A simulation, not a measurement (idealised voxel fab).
Name of the process module below: voxel wiring stack
155 nm wide, 5 nm square cells: that's cross-section cut.
Cross-section spec: square-cell grid; bands listed top down; each band is one or more rows.
Each band's line starts with the height of the band's top and of its bottom, in nm. Then come its materials from left to right, each with its width in nm. One material with "edge to edge" fills the band from edge to edge. "air" is empty space.
Beneath 0, the wafer as received is one material, and that level is where height counting begins. The lowest band goes on downward without a bottom; it is written like "0 nm and below".
The width entry "30 to 40" should be interpreted row by row: the top row of cells in the band takes the first number, the bottom row takes the second number, and the change between adjacent rows is uniform throughout.
For the purposes of this document, the phrase "no modifications" attached to a step denotes that no cell within the cross-section was modified by that step.
Look at "Entrapped void list" for the closed voids: empty spaces with no open path to the top, sized 8 cells or up. Each is width x height at distance, distance from the left edge, all nm.
Formally, on a step line, whatever follows the settings is a remark that the simulator itself makes on the step.
If you see "overlay nm" on a step's line and that step has a mask, it's telling you how far right of where it was planned the mask ended up; a negative number means it went left instead.
**This section lists the process steps that were planned**
1. RECEIVE with material Si
2. CONFORMAL_DEP with material SiO2, thk nm 10
3. DIRECTIONAL_DEP with material TiN, thk nm 5
4. DIRECTIONAL_DEP with material Ru, thk nm 25
5. PATTERN with tone cover, mask id METAL_1, material resist, width nm 30, pitch nm 45, thk nm 20, overlay nm 0
6. DIRECTIONAL_ETCH with etch materials Ru, depth nm 25
7. DIRECTIONAL_ETCH with etch materials TiN, depth nm 5
8. STRIP with etch materials resist
9. CONFORMAL_DEP with material SiN, thk nm 5
10. FILL_DEP with material SiO2, thk nm 5
11. CMP with height nm 40
12. CONFORMAL_DEP with material SiCN, thk nm 5
13. DIRECTIONAL_DEP with material SiO2, thk nm 30
14. DIRECTIONAL_DEP with material aC, thk nm 10
15. PATTERN with tone open, mask id METAL_2_HOLES, material resist, width nm 15, pitch nm 45, thk nm 25, overlay nm 0
16. DIRECTIONAL_ETCH with etch materials aC, depth nm 10
17. STRIP with etch materials resist
18. DIRECTIONAL_ETCH with etch materials SiO2, depth nm 30
19. STRIP with etch materials aC
20. DIRECTIONAL_DEP with material aC, thk nm 15
21. PATTERN with tone open, mask id METAL_2, material resist, width nm 30, pitch nm 45, thk nm 35, overlay nm 0
22. DIRECTIONAL_ETCH with etch materials aC, depth nm 15
23. STRIP with etch materials resist
24. DIRECTIONAL_ETCH with etch materials SiO2, depth nm 15
25. DIRECTIONAL_ETCH with etch materials SiCN, depth nm 5
26. STRIP with etch materials aC
27. CONFORMAL_DEP with material TiN, thk nm 5
28. FILL_DEP with material Cu, thk nm 5
29. CMP with height nm 75
30. CONFORMAL_DEP with material SiCN, thk nm 5
31. DIRECTIONAL_DEP with material lowk, thk nm 10
32. DIRECTIONAL_DEP with material aC, thk nm 15
33. PATTERN with tone open, mask id PLUG_2, material resist, width nm 15, pitch nm 45, thk nm 30, overlay nm 0
34. DIRECTIONAL_ETCH with etch materials aC, depth nm 15
35. STRIP with etch materials resist
36. DIRECTIONAL_ETCH with etch materials lowk, depth nm 10
37. DIRECTIONAL_ETCH with etch materials SiCN, depth nm 5
38. STRIP with etch materials aC
39. CONFORMAL_DEP with material TiN, thk nm 5
40. FILL_DEP with material Cu, thk nm 5
41. CMP with height nm 90
42. DIRECTIONAL_DEP with material TiN, thk nm 5
43. DIRECTIONAL_DEP with material W, thk nm 20
44. DIRECTIONAL_DEP with material aC, thk nm 15
45. PATTERN with tone cover, mask id METAL_3, material resist, width nm 30, pitch nm 45, thk nm 30, overlay nm 0
46. DIRECTIONAL_ETCH with etch materials aC, depth nm 15
47. STRIP with etch materials resist
48. DIRECTIONAL_ETCH with etch materials W, depth nm 20
49. DIRECTIONAL_ETCH with etch materials TiN, depth nm 5
50. STRIP with etch materials aC
51. CONFORMAL_DEP with material SiN, thk nm 5
52. FILL_DEP with material lowk, thk nm 5
53. CMP with height nm 115
54. CONFORMAL_DEP with material SiN, thk nm 5
**Step 1 complete: cross-section of the wafer as received**
0 nm and below  Si edge to edge
Entrapped void list: none
**Same starting wafer, same plan as above, one mistake in the execution; this is the cross-section at the end of the module**
120 nm to 115 nm  SiN edge to edge
115 nm to 95 nm  lowk=10, then SiN=5, then W=30, then SiN=5, then lowk=5, then SiN=5, then W=30, then SiN=5, then lowk=5, then SiN=5, then W=30, then SiN=5, then lowk=15
95 nm to 90 nm  SiN=15, then TiN=30, then SiN=15, then TiN=30, then SiN=15, then TiN=30, then SiN=20
90 nm to 80 nm  lowk=15, then TiN=5, then Cu=5, then TiN=5, then lowk=30, then TiN=5, then Cu=5, then TiN=5, then lowk=30, then TiN=5, then Cu=5, then TiN=5, then lowk=35
80 nm to 75 nm  SiCN=15, then TiN=15, then SiCN=30, then TiN=15, then SiCN=30, then TiN=15, then SiCN=35
75 nm to 65 nm  SiO2=15, then TiN=5, then Cu=20, then TiN=5, then SiO2=15, then TiN=5, then Cu=20, then TiN=5, then SiO2=15, then TiN=5, then Cu=20, then TiN=5, then SiO2=20
65 nm to 60 nm  SiO2=15, then TiN=5, then Cu=5, then TiN=20, then SiO2=15, then TiN=5, then Cu=5, then TiN=20, then SiO2=15, then TiN=5, then Cu=5, then TiN=20, then SiO2=20
60 nm to 45 nm  SiO2=15, then TiN=5, then Cu=5, then TiN=5, then SiO2=30, then TiN=5, then Cu=5, then TiN=5, then SiO2=30, then TiN=5, then Cu=5, then TiN=5, then SiO2=35
45 nm to 40 nm  SiCN=15, then TiN=15, then SiCN=30, then TiN=15, then SiCN=30, then TiN=15, then SiCN=35
40 nm to 35 nm  SiO2=10, then SiN=40, then SiO2=5, then SiN=40, then SiO2=5, then SiN=40, then SiO2=15
35 nm to 15 nm  SiO2=10, then SiN=5, then Ru=30, then SiN=5, then SiO2=5, then SiN=5, then Ru=30, then SiN=5, then SiO2=5, then SiN=5, then Ru=30, then SiN=5, then SiO2=15
15 nm to 10 nm  SiN=15, then Ru=30, then SiN=15, then Ru=30, then SiN=15, then Ru=30, then SiN=20
10 nm to 0 nm  SiO2 edge to edge
0 nm and below  Si edge to edge
Entrapped void list: none
Where did the run depart from the plan? heads up, step 3 of the plan was skipped and never actually ran
